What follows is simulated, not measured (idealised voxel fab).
The name of this process module is voxel capacitor over wiring.
In the cross-section labelled cut, the width is 195 nm and each square cell is 5 nm.
Heads up, the way a cross-section reads in here is a grid of square cells, handed over as bands from the top down, with every band being one or more rows of cells. This entry defines a band. It first specifies the height of the band's top and the height of its bottom in nm, and then specifies the band's materials from left to right, stating each material with its width in nm. The word "all across" identifies a single material that fills the band from edge to edge, while the word "empty" identifies empty space. Heads up on the height convention: 0 is the point under which the incoming wafer is all one material, and the lowest band has no bottom, it just keeps going down, like "from 0 down". The expression "30..40" gives the width at the extremes of the band, the first number at its top row of cells and the second at its bottom row, with the width changing by equal amounts from each row to the next in between. "nothing different", as given for a step, is the statement that not any cell of the cross-section underwent a change during that step. What "Trapped void list" gives you is every empty space of 8 cells or more that is cut off from the top. Each appears as width x height at distance, with the distance taken from the left edge and width, height and distance all in nm. Read whatever lies past the settings on a step's line as the simulator's own remark about the step. If you see "overlay nm" on a step's line and that step has a mask, it's telling you how far right of where it was planned the mask ended up; a negative number means it went left instead.

[List of planned process steps]
| 1 | RECEIVE: material Si |
| 2 | CONFORMAL_DEP: material SiO2, thk nm 10 |
| 3 | CONFORMAL_DEP: material SiCN, thk nm 5 |
| 4 | DIRECTIONAL_DEP: material lowk, thk nm 15 |
| 5 | PATTERN: tone open, mask id METAL_1, material resist, width nm 25, pitch nm 80, thk nm 15, overlay nm 0 |
| 6 | DIRECTIONAL_ETCH: etch materials lowk, depth nm 15 |
| 7 | DIRECTIONAL_ETCH: etch materials SiCN, depth nm 5 |
| 8 | STRIP: etch materials resist |
| 9 | CONFORMAL_DEP: material TiN, thk nm 5 |
| 10 | FILL_DEP: material Cu, thk nm 10 |
| 11 | CMP: height nm 30 |
| 12 | EPI: material Ru, thk nm 5 |
| 13 | FILL_DEP: material SiCN, thk nm 5 |
| 14 | DIRECTIONAL_DEP: material lowk, thk nm 10 |
| 15 | MASKED_ETCH: tone open, mask id PLUG_1, width nm 15, etch materials lowk, depth nm 10, overlay nm 0 |
| 16 | MASKED_ETCH: tone open, mask id PLUG_1, width nm 15, etch materials SiCN, depth nm 5, overlay nm 0 |
| 17 | EPI: material Ru, thk nm 10 |
| 18 | EPI: material Ru, thk nm 5 |
| 19 | DIRECTIONAL_DEP: material TiN, thk nm 10 |
| 20 | DIRECTIONAL_DEP: material SiN, thk nm 5 |
| 21 | DIRECTIONAL_DEP: material TiN, thk nm 10 |
| 22 | DIRECTIONAL_DEP: material aC, thk nm 10 |
| 23 | PATTERN: tone cover, mask id UPPER_PLATE, material resist, width nm 60, thk nm 30, overlay nm 0 |
| 24 | DIRECTIONAL_ETCH: etch materials aC, depth nm 10 |
| 25 | STRIP: etch materials resist |
| 26 | DIRECTIONAL_ETCH: etch materials TiN, depth nm 10 |
| 27 | DIRECTIONAL_ETCH: etch materials SiN, depth nm 5 |
| 28 | STRIP: etch materials aC |
| 29 | MASKED_ETCH: tone cover, mask id LOWER_PLATE, width nm 70, etch materials TiN, depth nm 10, overlay nm 0 |
| 30 | FILL_DEP: material SiO2, thk nm 15 |
| 31 | CMP: height nm 85 |
| 32 | PATTERN: tone open, mask id PLUG_2, material resist, width nm 15, thk nm 20, overlay nm 0 |
| 33 | DIRECTIONAL_ETCH: etch materials SiO2, depth nm 10 |
| 34 | STRIP: etch materials resist |
| 35 | CONFORMAL_DEP: material TiN, thk nm 5 |
| 36 | FILL_DEP: material Cu, thk nm 5 |
| 37 | CMP: height nm 85 |
| 38 | CONFORMAL_DEP: material SiCN, thk nm 5 |

[Received-state cross-section, reflecting completion of step 1]
* from 0 down | Si all across
* Trapped void list: none

[Sectioned view, first of two wafers, at the close of the module, processed as intended in the plan]
* from 90 to 85 | SiCN all across
* from 85 to 80 | SiO2=65 / TiN=5 / Cu=5 / TiN=5 / SiO2=115
* from 80 to 75 | SiO2=65 / TiN=15 / SiO2=115
* from 75 to 65 | SiO2=55 / TiN=60 / SiO2=80
* from 65 to 60 | SiO2=55 / SiN=60 / SiO2=80
* from 60 to 50 | SiO2=50 / TiN=70 / SiO2=75
* from 50 to 40 | lowk=55 / Ru=15 / lowk=125
* from 40 to 35 | SiCN=55 / Ru=15 / SiCN=125
* from 35 to 30 | SiCN=40 / Ru=35 / SiCN=45 / Ru=35 / SiCN=40
* from 30 to 15 | lowk=45 / TiN=5 / Cu=15 / TiN=5 / lowk=55 / TiN=5 / Cu=15 / TiN=5 / lowk=45
* from 15 to 10 | SiCN=45 / TiN=25 / SiCN=55 / TiN=25 / SiCN=45
* from 10 to 0 | SiO2 all across
* from 0 down | Si all across
* Trapped void list: none

[Here is the second of the two wafers cut open at the end of the module - same start, same plan as the first one, but we made one mistake running it]
* from 90 to 85 | SiCN all across
* from 85 to 80 | SiO2=65 / TiN=5 / Cu=5 / TiN=5 / SiO2=115
* from 80 to 75 | SiO2=65 / TiN=15 / SiO2=115
* from 75 to 65 | SiO2=55 / TiN=20 / SiO2=120
* from 65 to 60 | SiO2=55 / SiN=20 / TiN=40 / SiO2=80
* from 60 to 55 | SiO2=50 / TiN=65 / SiO2=80
* from 55 to 50 | SiO2=50 / TiN=25 / SiN=40 / SiO2=80
* from 50 to 45 | SiO2=50 / Ru=25 / TiN=45 / SiO2=75
* from 45 to 40 | SiO2=40 / lowk=15 / Ru=15 / lowk=5 / TiN=45 / lowk=35 / SiO2=40
* from 40 to 35 | lowk=55 / Ru=15 / lowk=125
* from 35 to 30 | lowk=40 / Ru=35 / lowk=45 / Ru=35 / lowk=40
* from 30 to 15 | lowk=45 / TiN=5 / Cu=15 / TiN=5 / lowk=55 / TiN=5 / Cu=15 / TiN=5 / lowk=45
* from 15 to 10 | SiCN=45 / TiN=25 / SiCN=55 / TiN=25 / SiCN=45
* from 10 to 0 | SiO2 all across
* from 0 down | Si all across
* Trapped void list: none
What went wrong in running the wafer? step 13 of the plan: omitted, not performed
Materials where the second wafer ends with more or fewer cells than the first: Ru +2; SiCN -61; SiO2 +59
